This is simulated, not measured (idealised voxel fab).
Process module heading - voxel spacer lines
Pictured: cross-section cut, 240 nm wide, on a grid of 5 nm square cells.
When this document writes out a cross-section, it uses a grid of square cells and lists it as bands, beginning at the top and moving down, with a band standing for one or more rows of cells.
A band entry consists of two parts. The first gives the height of the band's top and the height of its bottom, in nm. The rest lists the band's materials from left to right, each with its width in nm. A single material labelled with the word "everywhere" fills the band from edge to edge, and the word "empty" marks empty space.
It should be noted that heights are counted from 0, beneath which the wafer as supplied is of one material throughout, and that the lowest band possesses no lower boundary but continues downward, as written in "z 0 and below".
Top row gets the first number, bottom row gets the second, and each row in between changes by the same step: that is how a band width like "30->40" works.
Take "nothing altered" at face value: in the step it is given for, the cross-section changed in none of its cells.
Entry "Encapsulated voids". Content: empty spaces with no open connection to the top, size 8 cells or greater. Each: width x height at distance. Distance: from left edge. Unit: nm.
after a step's settings: what the simulator itself notes on the step
For masked steps, "overlay nm" on the step line gives how far right of plan the mask actually lay; a minus sign means it lay to the left.

-- Steps planned for the process
1. RECEIVE (material Si)
2. CONFORMAL_DEP (material Al2O3; thk nm 10)
3. DIRECTIONAL_DEP (material polySi; thk nm 20)
4. DIRECTIONAL_DEP (material aC; thk nm 30)
5. PATTERN (tone cover; mask id MANDREL; material resist; width nm 20; pitch nm 60; thk nm 40; overlay nm -15)
6. DIRECTIONAL_ETCH (etch materials aC; depth nm 30)
7. STRIP (etch materials resist)
8. CONFORMAL_DEP (material SiO2; thk nm 10)
9. DIRECTIONAL_ETCH (etch materials SiO2; depth nm 10)
10. STRIP (etch materials aC)
11. DIRECTIONAL_ETCH (etch materials polySi; depth nm 20)
12. STRIP (etch materials SiO2)
Don't read the plan's overlay nm for step 5 as applying to every wafer: that's the first wafer's value, and the wafers differ in it, though they all start identical.

-- Here's the first of the wafers in cross-section, just as we got it, i.e. after step 1
z 0 and below | Si everywhere
Encapsulated voids: none

-- Cross-sectional representation of the first of several wafers at the end of the module, i.e. after its terminal step, step 12
z 30 to 10 | 25 empty / 10 polySi / 20 empty / 10 polySi / 20 empty / 10 polySi / 20 empty / 10 polySi / 20 empty / 10 polySi / 20 empty / 10 polySi / 55 empty
z 10 to 0 | Al2O3 everywhere
z 0 and below | Si everywhere
Encapsulated voids: none

-- A cross-section through the last wafer at the close of the module
z 30 to 10 | 55 empty / 10 polySi / 20 empty / 10 polySi / 20 empty / 10 polySi / 20 empty / 10 polySi / 20 empty / 10 polySi / 20 empty / 10 polySi / 25 empty
z 10 to 0 | Al2O3 everywhere
z 0 and below | Si everywhere
Encapsulated voids: none

-- Note: the following table is arranged by wafer, a row apiece. Each row reports the end-of-module state: per material, cells gained (+) or cells lost (-) compared with the wafer as received; closed voids follow
overlay nm -15, +96 Al2O3, +48 polySi, Encapsulated voids: none
overlay nm -10, +96 Al2O3, +48 polySi, Encapsulated voids: none
overlay nm -5, +96 Al2O3, +48 polySi, Encapsulated voids: none
overlay nm 0, +96 Al2O3, +48 polySi, Encapsulated voids: none
overlay nm 5, +96 Al2O3, +48 polySi, Encapsulated voids: none
overlay nm 10, +96 Al2O3, +48 polySi, Encapsulated voids: none
overlay nm 15, +96 Al2O3, +48 polySi, Encapsulated voids: none
